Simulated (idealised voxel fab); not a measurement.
This section sets out a process module, namely voxel wiring stack.
Cross-section cut spans 230 nm and uses square cells 5 nm in size.
Cross-section spec: square-cell grid; bands listed top down; each band is one or more rows. The entry gives the band's vertical extent as a top height and a bottom height in nm, then its horizontal make-up as materials from left to right, each with a width in nm. "air" stands for empty space; a single material marked "all across" fills the band edge to edge. For the purposes of this specification, 0 denotes the height below which the wafer in its as-received condition is composed wholly of one material, and the lowermost band, lacking a lower limit, extends downward without end, as expressed in "z 0 and below". The width entry "30->40" should be interpreted row by row: the top row of cells in the band takes the first number, the bottom row takes the second number, and the change between adjacent rows is uniform throughout. "same as before" -> step changed no cross-section cell. "Closed internal voids" enumerates empty spaces isolated from the top, with no open way to it, that contain at least 8 cells, giving each as width x height at distance from the left edge, all three in nm. What comes after the settings on a step's line is commentary from the simulator itself on that step. overlay nm: how far to the right of its planned place the mask lay on this masked step (negative: to the left).
# Listed below are the process steps as planned
- 1: RECEIVE: material Si
- 2: CONFORMAL_DEP: material SiO2, thk nm 15
- 3: CONFORMAL_DEP: material SiN, thk nm 5
- 4: DIRECTIONAL_DEP: material SiO2, thk nm 20
- 5: DIRECTIONAL_DEP: material aC, thk nm 10
- 6: PATTERN: tone open, mask id METAL_1, material resist, width nm 20, pitch nm 50, thk nm 25, overlay nm 0
- 7: DIRECTIONAL_ETCH: etch materials aC, depth nm 10
- 8: STRIP: etch materials resist
- 9: DIRECTIONAL_ETCH: etch materials SiO2, depth nm 20
- 10: DIRECTIONAL_ETCH: etch materials SiN, depth nm 5
- 11: STRIP: etch materials aC
- 12: CONFORMAL_DEP: material TiN, thk nm 5
- 13: FILL_DEP: material W, thk nm 10
- 14: CMP: height nm 40
- 15: EPI: material Ru, thk nm 5
- 16: FILL_DEP: material SiCN, thk nm 5
- 17: DIRECTIONAL_DEP: material lowk, thk nm 30
- 18: MASKED_ETCH: tone open, mask id METAL_2_HOLES, width nm 15, pitch nm 50, etch materials lowk, depth nm 30, overlay nm 0
- 19: MASKED_ETCH: tone open, mask id METAL_2, width nm 20, pitch nm 50, etch materials lowk, depth nm 15, overlay nm 0
- 20: MASKED_ETCH: tone open, mask id METAL_2, width nm 20, pitch nm 50, etch materials SiCN, depth nm 5, overlay nm 0
- 21: CONFORMAL_DEP: material TiN, thk nm 5
- 22: FILL_DEP: material Cu, thk nm 5
- 23: CMP: height nm 80
- 24: CONFORMAL_DEP: material SiCN, thk nm 5
- 25: DIRECTIONAL_DEP: material lowk, thk nm 25
- 26: PATTERN: tone open, mask id METAL_3, material resist, width nm 20, pitch nm 50, thk nm 20, overlay nm 0
- 27: DIRECTIONAL_ETCH: etch materials lowk, depth nm 15
- 28: STRIP: etch materials resist
- 29: PATTERN: tone open, mask id METAL_3_HOLES, material resist, width nm 15, pitch nm 50, thk nm 20, overlay nm 0
- 30: DIRECTIONAL_ETCH: etch materials lowk, depth nm 10
- 31: DIRECTIONAL_ETCH: etch materials SiCN, depth nm 5
- 32: STRIP: etch materials resist
- 33: CONFORMAL_DEP: material TiN, thk nm 5
- 34: FILL_DEP: material Ru, thk nm 10
- 35: CMP: height nm 110
- 36: CONFORMAL_DEP: material SiN, thk nm 5
# First wafer of two (run as planned)
# Cross-section: wafer on arrival = after step 1
	z 0 and below  Si all across
	Closed internal voids: none
# State of the wafer after step 2, shown in cross-section
	z 15 to 0  SiO2 all across
	Beneath the level 0, the cross-section is identical to its previous state.
# State of the wafer after step 3, shown in cross-section
	z 20 to 15  SiN all across
	Beneath the level 15, the cross-section is identical to its previous state.
# State of the wafer after step 4, shown in cross-section
	z 40 to 20  SiO2 all across
	Beneath the level 20, the cross-section is identical to its previous state.
# State of the wafer after step 5, shown in cross-section
	z 50 to 40  aC all across
	Beneath the level 40, the cross-section is identical to its previous state.
# State of the wafer after step 6, shown in cross-section
	z 75 to 50  resist 80 nm / air 20 nm / resist 30 nm / air 20 nm / resist 80 nm
	Beneath the level 50, the cross-section is identical to its previous state.
# State of the wafer after step 7, shown in cross-section
	z 65 to 50  resist 80 nm / air 20 nm / resist 30 nm / air 20 nm / resist 80 nm
	z 50 to 40  aC 80 nm / air 20 nm / aC 30 nm / air 20 nm / aC 80 nm
	Beneath the level 40, the cross-section is identical to its previous state.
# State of the wafer after step 8, shown in cross-section
	z 50 to 40  aC 80 nm / air 20 nm / aC 30 nm / air 20 nm / aC 80 nm
	Beneath the level 40, the cross-section is identical to its previous state.
# State of the wafer after step 9, shown in cross-section
	z 50 to 40  aC 80 nm / air 20 nm / aC 30 nm / air 20 nm / aC 80 nm
	z 40 to 20  SiO2 80 nm / air 20 nm / SiO2 30 nm / air 20 nm / SiO2 80 nm
	Beneath the level 20, the cross-section is identical to its previous state.
# State of the wafer after step 10, shown in cross-section
	z 50 to 40  aC 80 nm / air 20 nm / aC 30 nm / air 20 nm / aC 80 nm
	z 40 to 20  SiO2 80 nm / air 20 nm / SiO2 30 nm / air 20 nm / SiO2 80 nm
	z 20 to 15  SiN 80 nm / air 20 nm / SiN 30 nm / air 20 nm / SiN 80 nm
	Beneath the level 15, the cross-section is identical to its previous state.
# State of the wafer after step 11, shown in cross-section
	z 40 to 20  SiO2 80 nm / air 20 nm / SiO2 30 nm / air 20 nm / SiO2 80 nm
	Beneath the level 20, the cross-section is identical to its previous state.
# State of the wafer after step 12, shown in cross-section
	z 45 to 40  TiN 85 nm / air 10 nm / TiN 40 nm / air 10 nm / TiN 85 nm
	z 40 to 20  SiO2 80 nm / TiN 5 nm / air 10 nm / TiN 5 nm / SiO2 30 nm / TiN 5 nm / air 10 nm / TiN 5 nm / SiO2 80 nm
	z 20 to 15  SiN 80 nm / TiN 20 nm / SiN 30 nm / TiN 20 nm / SiN 80 nm
	Beneath the level 15, the cross-section is identical to its previous state.
# State of the wafer after step 13, shown in cross-section
	z 55 to 45  W all across
	z 45 to 40  TiN 85 nm / W 10 nm / TiN 40 nm / W 10 nm / TiN 85 nm
	z 40 to 20  SiO2 80 nm / TiN 5 nm / W 10 nm / TiN 5 nm / SiO2 30 nm / TiN 5 nm / W 10 nm / TiN 5 nm / SiO2 80 nm
	Beneath the level 20, the cross-section is identical to its previous state.
# State of the wafer after step 14, shown in cross-section
	z 40 to 20  SiO2 80 nm / TiN 5 nm / W 10 nm / TiN 5 nm / SiO2 30 nm / TiN 5 nm / W 10 nm / TiN 5 nm / SiO2 80 nm
	Beneath the level 20, the cross-section is identical to its previous state.
# State of the wafer after step 15, shown in cross-section
	z 45 to 40  air 75 nm / Ru 30 nm / air 20 nm / Ru 30 nm / air 75 nm
	Beneath the level 40, the cross-section is identical to its previous state.
# State of the wafer after step 16, shown in cross-section
	z 50 to 45  SiCN all across
	z 45 to 40  SiCN 75 nm / Ru 30 nm / SiCN 20 nm / Ru 30 nm / SiCN 75 nm
	Beneath the level 40, the cross-section is identical to its previous state.
# State of the wafer after step 17, shown in cross-section
	z 80 to 50  lowk all across
	Beneath the level 50, the cross-section is identical to its previous state.
# State of the wafer after step 18, shown in cross-section
	z 80 to 50  lowk 80 nm / air 15 nm / lowk 35 nm / air 15 nm / lowk 85 nm
	Beneath the level 50, the cross-section is identical to its previous state.
# State of the wafer after step 19, shown in cross-section
	z 80 to 65  lowk 80 nm / air 20 nm / lowk 30 nm / air 20 nm / lowk 80 nm
	Beneath the level 65, the cross-section is identical to its previous state.
# State of the wafer after step 20, shown in cross-section
	z 80 to 65  lowk 80 nm / air 20 nm / lowk 30 nm / air 20 nm / lowk 80 nm
	z 65 to 50  lowk 80 nm / air 15 nm / lowk 35 nm / air 15 nm / lowk 85 nm
	z 50 to 45  SiCN 80 nm / air 15 nm / SiCN 35 nm / air 15 nm / SiCN 85 nm
	Beneath the level 45, the cross-section is identical to its previous state.
# State of the wafer after step 21, shown in cross-section
	z 85 to 80  TiN 85 nm / air 10 nm / TiN 40 nm / air 10 nm / TiN 85 nm
	z 80 to 70  lowk 80 nm / TiN 5 nm / air 10 nm / TiN 5 nm / lowk 30 nm / TiN 5 nm / air 10 nm / TiN 5 nm / lowk 80 nm
	z 70 to 65  lowk 80 nm / TiN 5 nm / air 5 nm / TiN 10 nm / lowk 30 nm / TiN 5 nm / air 5 nm / TiN 10 nm / lowk 80 nm
	z 65 to 50  lowk 80 nm / TiN 5 nm / air 5 nm / TiN 5 nm / lowk 35 nm / TiN 5 nm / air 5 nm / TiN 5 nm / lowk 85 nm
	z 50 to 45  SiCN 80 nm / TiN 15 nm / SiCN 35 nm / TiN 15 nm / SiCN 85 nm
	Beneath the level 45, the cross-section is identical to its previous state.
# State of the wafer after step 22, shown in cross-section
	z 90 to 85  Cu all across
	z 85 to 80  TiN 85 nm / Cu 10 nm / TiN 40 nm / Cu 10 nm / TiN 85 nm
	z 80 to 70  lowk 80 nm / TiN 5 nm / Cu 10 nm / TiN 5 nm / lowk 30 nm / TiN 5 nm / Cu 10 nm / TiN 5 nm / lowk 80 nm
	z 70 to 65  lowk 80 nm / TiN 5 nm / Cu 5 nm / TiN 10 nm / lowk 30 nm / TiN 5 nm / Cu 5 nm / TiN 10 nm / lowk 80 nm
	z 65 to 50  lowk 80 nm / TiN 5 nm / Cu 5 nm / TiN 5 nm / lowk 35 nm / TiN 5 nm / Cu 5 nm / TiN 5 nm / lowk 85 nm
	Beneath the level 50, the cross-section is identical to its previous state.
# State of the wafer after step 23, shown in cross-section
	z 80 to 70  lowk 80 nm / TiN 5 nm / Cu 10 nm / TiN 5 nm / lowk 30 nm / TiN 5 nm / Cu 10 nm / TiN 5 nm / lowk 80 nm
	Beneath the level 70, the cross-section is identical to its previous state.
# State of the wafer after step 24, shown in cross-section
	z 85 to 80  SiCN all across
	Beneath the level 80, the cross-section is identical to its previous state.
# State of the wafer after step 25, shown in cross-section
	z 110 to 85  lowk all across
	Beneath the level 85, the cross-section is identical to its previous state.
# State of the wafer after step 26, shown in cross-section
	z 130 to 110  resist 80 nm / air 20 nm / resist 30 nm / air 20 nm / resist 80 nm
	Beneath the level 110, the cross-section is identical to its previous state.
# State of the wafer after step 27, shown in cross-section
	z 130 to 110  resist 80 nm / air 20 nm / resist 30 nm / air 20 nm / resist 80 nm
	z 110 to 95  lowk 80 nm / air 20 nm / lowk 30 nm / air 20 nm / lowk 80 nm
	Beneath the level 95, the cross-section is identical to its previous state.
# State of the wafer after step 28, shown in cross-section
	z 110 to 95  lowk 80 nm / air 20 nm / lowk 30 nm / air 20 nm / lowk 80 nm
	Beneath the level 95, the cross-section is identical to its previous state.
# State of the wafer after step 29, shown in cross-section
	z 130 to 110  resist 80 nm / air 15 nm / resist 35 nm / air 15 nm / resist 85 nm
	z 110 to 95  lowk 80 nm / air 15 nm / resist 5 nm / lowk 30 nm / air 15 nm / resist 5 nm / lowk 80 nm
	Beneath the level 95, the cross-section is identical to its previous state.
# State of the wafer after step 30, shown in cross-section
	z 130 to 110  resist 80 nm / air 15 nm / resist 35 nm / air 15 nm / resist 85 nm
	z 110 to 95  lowk 80 nm / air 15 nm / resist 5 nm / lowk 30 nm / air 15 nm / resist 5 nm / lowk 80 nm
	z 95 to 85  lowk 80 nm / air 15 nm / lowk 35 nm / air 15 nm / lowk 85 nm
	Beneath the level 85, the cross-section is identical to its previous state.
# State of the wafer after step 31, shown in cross-section
	z 130 to 110  resist 80 nm / air 15 nm / resist 35 nm / air 15 nm / resist 85 nm
	z 110 to 95  lowk 80 nm / air 15 nm / resist 5 nm / lowk 30 nm / air 15 nm / resist 5 nm / lowk 80 nm
	z 95 to 85  lowk 80 nm / air 15 nm / lowk 35 nm / air 15 nm / lowk 85 nm
	z 85 to 80  SiCN 80 nm / air 15 nm / SiCN 35 nm / air 15 nm / SiCN 85 nm
	Beneath the level 80, the cross-section is identical to its previous state.
# State of the wafer after step 32, shown in cross-section
	z 110 to 95  lowk 80 nm / air 20 nm / lowk 30 nm / air 20 nm / lowk 80 nm
	Beneath the level 95, the cross-section is identical to its previous state.
# State of the wafer after step 33, shown in cross-section
	z 115 to 110  TiN 85 nm / air 10 nm / TiN 40 nm / air 10 nm / TiN 85 nm
	z 110 to 100  lowk 80 nm / TiN 5 nm / air 10 nm / TiN 5 nm / lowk 30 nm / TiN 5 nm / air 10 nm / TiN 5 nm / lowk 80 nm
	z 100 to 95  lowk 80 nm / TiN 5 nm / air 5 nm / TiN 10 nm / lowk 30 nm / TiN 5 nm / air 5 nm / TiN 10 nm / lowk 80 nm
	z 95 to 85  lowk 80 nm / TiN 5 nm / air 5 nm / TiN 5 nm / lowk 35 nm / TiN 5 nm / air 5 nm / TiN 5 nm / lowk 85 nm
	z 85 to 80  SiCN 80 nm / TiN 15 nm / SiCN 35 nm / TiN 15 nm / SiCN 85 nm
	Beneath the level 80, the cross-section is identical to its previous state.
# State of the wafer after step 34, shown in cross-section
	z 125 to 115  Ru all across
	z 115 to 110  TiN 85 nm / Ru 10 nm / TiN 40 nm / Ru 10 nm / TiN 85 nm
	z 110 to 100  lowk 80 nm / TiN 5 nm / Ru 10 nm / TiN 5 nm / lowk 30 nm / TiN 5 nm / Ru 10 nm / TiN 5 nm / lowk 80 nm
	z 100 to 95  lowk 80 nm / TiN 5 nm / Ru 5 nm / TiN 10 nm / lowk 30 nm / TiN 5 nm / Ru 5 nm / TiN 10 nm / lowk 80 nm
	z 95 to 85  lowk 80 nm / TiN 5 nm / Ru 5 nm / TiN 5 nm / lowk 35 nm / TiN 5 nm / Ru 5 nm / TiN 5 nm / lowk 85 nm
	Beneath the level 85, the cross-section is identical to its previous state.
# State of the wafer after step 35, shown in cross-section
	z 110 to 100  lowk 80 nm / TiN 5 nm / Ru 10 nm / TiN 5 nm / lowk 30 nm / TiN 5 nm / Ru 10 nm / TiN 5 nm / lowk 80 nm
	Beneath the level 100, the cross-section is identical to its previous state.
# State of the wafer after step 36, shown in cross-section
	z 115 to 110  SiN all across
	Beneath the level 110, the cross-section is identical to its previous state.
# Wafer two of the pair: same origin, same plan, one error during the run; identical to wafer one up to and including step 19
# Second wafer: cross-section at the scheduled end of step 20
	z 80 to 65  lowk 80 nm / air 20 nm / lowk 30 nm / air 20 nm / lowk 80 nm
	z 65 to 50  lowk 80 nm / air 15 nm / lowk 35 nm / air 15 nm / lowk 85 nm
	z 50 to 45  SiCN 80 nm / air 10 nm / SiCN 40 nm / air 10 nm / SiCN 90 nm
	Beneath the level 45, the cross-section is identical to its previous state.
# Second wafer: cross-section at the scheduled end of step 21
	z 85 to 80  TiN 85 nm / air 10 nm / TiN 40 nm / air 10 nm / TiN 85 nm
	z 80 to 70  lowk 80 nm / TiN 5 nm / air 10 nm / TiN 5 nm / lowk 30 nm / TiN 5 nm / air 10 nm / TiN 5 nm / lowk 80 nm
	z 70 to 65  lowk 80 nm / TiN 5 nm / air 5 nm / TiN 10 nm / lowk 30 nm / TiN 5 nm / air 5 nm / TiN 10 nm / lowk 80 nm
	z 65 to 55  lowk 80 nm / TiN 5 nm / air 5 nm / TiN 5 nm / lowk 35 nm / TiN 5 nm / air 5 nm / TiN 5 nm / lowk 85 nm
	z 55 to 50  lowk 80 nm / TiN 15 nm / lowk 35 nm / TiN 15 nm / lowk 85 nm
	z 50 to 45  SiCN 80 nm / TiN 10 nm / SiCN 40 nm / TiN 10 nm / SiCN 90 nm
	Beneath the level 45, the cross-section is identical to its previous state.
# Second wafer: cross-section at the scheduled end of step 22
	z 90 to 85  Cu all across
	z 85 to 80  TiN 85 nm / Cu 10 nm / TiN 40 nm / Cu 10 nm / TiN 85 nm
	z 80 to 70  lowk 80 nm / TiN 5 nm / Cu 10 nm / TiN 5 nm / lowk 30 nm / TiN 5 nm / Cu 10 nm / TiN 5 nm / lowk 80 nm
	z 70 to 65  lowk 80 nm / TiN 5 nm / Cu 5 nm / TiN 10 nm / lowk 30 nm / TiN 5 nm / Cu 5 nm / TiN 10 nm / lowk 80 nm
	z 65 to 55  lowk 80 nm / TiN 5 nm / Cu 5 nm / TiN 5 nm / lowk 35 nm / TiN 5 nm / Cu 5 nm / TiN 5 nm / lowk 85 nm
	Beneath the level 55, the cross-section is identical to its previous state.
# Second wafer: cross-section at the scheduled end of step 23
	z 80 to 70  lowk 80 nm / TiN 5 nm / Cu 10 nm / TiN 5 nm / lowk 30 nm / TiN 5 nm / Cu 10 nm / TiN 5 nm / lowk 80 nm
	Beneath the level 70, the cross-section is identical to its previous state.
# Second wafer: cross-section at the scheduled end of step 24
	z 85 to 80  SiCN all across
	Beneath the level 80, the cross-section is identical to its previous state.
# Second wafer: cross-section at the scheduled end of step 25
	z 110 to 85  lowk all across
	Beneath the level 85, the cross-section is identical to its previous state.
# Second wafer: cross-section at the scheduled end of step 26
	z 130 to 110  resist 80 nm / air 20 nm / resist 30 nm / air 20 nm / resist 80 nm
	Beneath the level 110, the cross-section is identical to its previous state.
# Second wafer: cross-section at the scheduled end of step 27
	z 130 to 110  resist 80 nm / air 20 nm / resist 30 nm / air 20 nm / resist 80 nm
	z 110 to 95  lowk 80 nm / air 20 nm / lowk 30 nm / air 20 nm / lowk 80 nm
	Beneath the level 95, the cross-section is identical to its previous state.
# Second wafer: cross-section at the scheduled end of step 28
	z 110 to 95  lowk 80 nm / air 20 nm / lowk 30 nm / air 20 nm / lowk 80 nm
	Beneath the level 95, the cross-section is identical to its previous state.
# Second wafer: cross-section at the scheduled end of step 29
	z 130 to 110  resist 80 nm / air 15 nm / resist 35 nm / air 15 nm / resist 85 nm
	z 110 to 95  lowk 80 nm / air 15 nm / resist 5 nm / lowk 30 nm / air 15 nm / resist 5 nm / lowk 80 nm
	Beneath the level 95, the cross-section is identical to its previous state.
# Second wafer: cross-section at the scheduled end of step 30
	z 130 to 110  resist 80 nm / air 15 nm / resist 35 nm / air 15 nm / resist 85 nm
	z 110 to 95  lowk 80 nm / air 15 nm / resist 5 nm / lowk 30 nm / air 15 nm / resist 5 nm / lowk 80 nm
	z 95 to 85  lowk 80 nm / air 15 nm / lowk 35 nm / air 15 nm / lowk 85 nm
	Beneath the level 85, the cross-section is identical to its previous state.
# Second wafer: cross-section at the scheduled end of step 31
	z 130 to 110  resist 80 nm / air 15 nm / resist 35 nm / air 15 nm / resist 85 nm
	z 110 to 95  lowk 80 nm / air 15 nm / resist 5 nm / lowk 30 nm / air 15 nm / resist 5 nm / lowk 80 nm
	z 95 to 85  lowk 80 nm / air 15 nm / lowk 35 nm / air 15 nm / lowk 85 nm
	z 85 to 80  SiCN 80 nm / air 15 nm / SiCN 35 nm / air 15 nm / SiCN 85 nm
	Beneath the level 80, the cross-section is identical to its previous state.
# Second wafer: cross-section at the scheduled end of step 32
	z 110 to 95  lowk 80 nm / air 20 nm / lowk 30 nm / air 20 nm / lowk 80 nm
	Beneath the level 95, the cross-section is identical to its previous state.
# Second wafer: cross-section at the scheduled end of step 33
	z 115 to 110  TiN 85 nm / air 10 nm / TiN 40 nm / air 10 nm / TiN 85 nm
	z 110 to 100  lowk 80 nm / TiN 5 nm / air 10 nm / TiN 5 nm / lowk 30 nm / TiN 5 nm / air 10 nm / TiN 5 nm / lowk 80 nm
	z 100 to 95  lowk 80 nm / TiN 5 nm / air 5 nm / TiN 10 nm / lowk 30 nm / TiN 5 nm / air 5 nm / TiN 10 nm / lowk 80 nm
	z 95 to 85  lowk 80 nm / TiN 5 nm / air 5 nm / TiN 5 nm / lowk 35 nm / TiN 5 nm / air 5 nm / TiN 5 nm / lowk 85 nm
	z 85 to 80  SiCN 80 nm / TiN 15 nm / SiCN 35 nm / TiN 15 nm / SiCN 85 nm
	Beneath the level 80, the cross-section is identical to its previous state.
# Second wafer: cross-section at the scheduled end of step 34
	z 125 to 115  Ru all across
	z 115 to 110  TiN 85 nm / Ru 10 nm / TiN 40 nm / Ru 10 nm / TiN 85 nm
	z 110 to 100  lowk 80 nm / TiN 5 nm / Ru 10 nm / TiN 5 nm / lowk 30 nm / TiN 5 nm / Ru 10 nm / TiN 5 nm / lowk 80 nm
	z 100 to 95  lowk 80 nm / TiN 5 nm / Ru 5 nm / TiN 10 nm / lowk 30 nm / TiN 5 nm / Ru 5 nm / TiN 10 nm / lowk 80 nm
	z 95 to 85  lowk 80 nm / TiN 5 nm / Ru 5 nm / TiN 5 nm / lowk 35 nm / TiN 5 nm / Ru 5 nm / TiN 5 nm / lowk 85 nm
	Beneath the level 85, the cross-section is identical to its previous state.
# Second wafer: cross-section at the scheduled end of step 35
	z 110 to 100  lowk 80 nm / TiN 5 nm / Ru 10 nm / TiN 5 nm / lowk 30 nm / TiN 5 nm / Ru 10 nm / TiN 5 nm / lowk 80 nm
	Beneath the level 100, the cross-section is identical to its previous state.
# Second wafer: cross-section at the scheduled end of step 36
	z 115 to 110  SiN all across
	Beneath the level 110, the cross-section is identical to its previous state.
Deviation noted in wafer processing: off-plan run, step 20, actual operation and settings MASKED_ETCH: tone open, mask id METAL_2, width nm 20, pitch nm 50, etch materials SiCN, depth nm 5, overlay nm -10
Looking at both finished wafers in cells, the second ends up ahead of or behind the first on some materials: Cu: 2 fewer | SiCN: 2 more
